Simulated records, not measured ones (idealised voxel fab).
process module | voxel released beams
cross-section cut | 235 nm wide | cells 5 nm
A cross-section is a grid of square cells, given in bands from the top down. A band is one or more rows of cells.
Each band's line starts with the height of the band's top and of its bottom, in nm. Then come its materials from left to right, each with its width in nm. One material with "throughout" fills the band from edge to edge. "air" is empty space.
Height 0 is the level under which the wafer as received is all one material. The lowest band goes on downwards, as in "0 down".
A width such as "30 to 40" changes by the same amount from each row of cells to the next, from the band's top row to its bottom row.
"no change" after a step means that no cell of the cross-section changed.
closed voids: empty space of 8 cells or more with no open way to the top, each as width x height at its distance from the left edge, in nm
after a step's settings: what the simulator itself notes on the step
overlay nm, on a step with a mask: how far to the right of its planned place the mask lay; to the left if negative
plan
1 op RECEIVE | material Si
2 op CONFORMAL_DEP | material Al2O3 | thk nm 5
3 op DIRECTIONAL_DEP | material SiO2 | thk nm 20
4 op MASKED_ETCH | tone open | mask id ANCHOR | width nm 25 | etch materials SiO2 | depth nm 20 | overlay nm 0
5 op CONFORMAL_DEP | material W | thk nm 10
6 op DIRECTIONAL_DEP | material aC | thk nm 10
7 op PATTERN | tone cover | mask id BEAM | material resist | width nm 80 | thk nm 25 | overlay nm 0
8 op DIRECTIONAL_ETCH | etch materials aC | depth nm 10
9 op STRIP | etch materials resist
10 op DIRECTIONAL_ETCH | etch materials W | depth nm 10
11 op STRIP | etch materials aC
12 op STRIP | etch materials SiO2
as received, after step 1
  0 down: Si throughout
  closed voids: none
first wafer at the end, as planned
  35 to 25: air 75 | W 15 | air 5 | W 60 | air 80
  25 to 15: air 80 | W 10 | air 5 | W 10 | air 130
  15 to 5: air 80 | W 25 | air 130
  5 to 0: Al2O3 throughout
  0 down: Si throughout
  closed voids: none
second wafer at the end: like start, like plan, one mistake
  45 to 35: Al2O3 90 | air 5 | Al2O3 140
  35 to 25: W 90 | air 5 | W 140
  25 to 15: SiO2 80 | W 10 | Al2O3 5 | W 10 | SiO2 130
  15 to 5: SiO2 80 | W 25 | SiO2 130
  5 to 0: Al2O3 throughout
  0 down: Si throughout
  closed voids: none
what went wrong: step 6 ran as: op DIRECTIONAL_DEP | material Al2O3 | thk nm 10
at the end the second wafer has, in cells: 94 more of Al2O3 | 168 more of SiO2 | 62 more of W
